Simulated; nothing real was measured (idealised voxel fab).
The following process module bears the name voxel local oxidation.
Cross-section cut spans 210 nm and uses square cells 5 nm in size.
How to read a cross-section here: the picture is a grid of square cells, written as bands going from the top down, and any band can span one or more rows of cells.
Heads up on the band format: heights come first, top then bottom, in nm. After that it's the materials left to right, each with its width in nm. A single material flagged "edge to edge" fills the whole band edge to edge, and "empty" means there's empty space there.
A quick word on heights: they are counted from 0, and under that level the wafer as it came to us is one material throughout. The lowest band is different from the rest in having no bottom; it simply continues downward, written as in "z 0 and below".
You'd read "30->40" like this: the band's top row of cells is as wide as the first number, its bottom row is as wide as the second, and going down, every row changes width by the same amount as the row before did.
Take "nothing changed" at face value: in the step it is given for, the cross-section changed in none of its cells.
Closed empty spaces (no open way to the top) of 8 cells or more are what "Trapped cavities" lists, each as width x height at distance from the left edge, nm for all three.
Text after the settings on a step's line: the simulator's own remark on that step.
The line of a step may include "overlay nm". On a step with a mask, this value is how far to the right of its planned place the mask lay. A negative value means the mask lay to the left.

-- These are the steps we planned for the process
1: RECEIVE, material Si
2: OXIDIZE, depth nm 5
3: CONFORMAL_DEP, material SiN, thk nm 15
4: MASKED_ETCH, tone cover, mask id ACTIVE, width nm 110, etch materials SiN, depth nm 15, overlay nm 0
5: SELECTIVE_ETCH, etch materials SiO2, depth nm 5
6: OXIDIZE, depth nm 15
7: STRIP, etch materials SiN

-- First of the two wafers, run per plan

-- Step 1 complete: cross-section of the wafer as received
* z 0 and below  Si edge to edge
* Trapped cavities: none

-- Wafer after step 2 (cross-section)
* z 0 to -5  SiO2 edge to edge
* Heights below -5 show no change.

-- Wafer after step 3 (cross-section)
* z 15 to 0  SiN edge to edge
* Heights below 0 show no change.

-- Wafer after step 4 (cross-section)
* z 15 to 0  50 of empty | 110 of SiN | 50 of empty
* Heights below 0 show no change.

-- Wafer after step 5 (cross-section)
* z 15 to 0  50 of empty | 110 of SiN | 50 of empty
* z 0 to -5  55 of empty | 100 of SiO2 | 55 of empty
* Heights below -5 show no change.

-- Wafer after step 6 (cross-section)
* z 15 to 0  50 of empty | 110 of SiN | 50 of empty
* z 0 to -5  55 of empty | 100 of SiO2 | 55 of empty
* z -5 to -20  70 of SiO2 | 70 of Si | 70 of SiO2
* Heights below -20 show no change.

-- Wafer after step 7 (cross-section)
* z 0 to -5  55 of empty | 100 of SiO2 | 55 of empty
* Heights below -5 show no change.

-- Second wafer - shared start and plan with the first - one error in running - same as the first up to step 6 inclusive

-- Second wafer shown in cross-section at the time step 7 was slated to end
* z -5 to -20  70 of empty | 70 of Si | 70 of empty
* Heights below -20 show no change.
What broke from the plan during processing? step 7, actual vs plan mismatch, actual run STRIP, etch materials SiO2
Final cells, second wafer relative to first, materials higher or lower: -104 SiO2
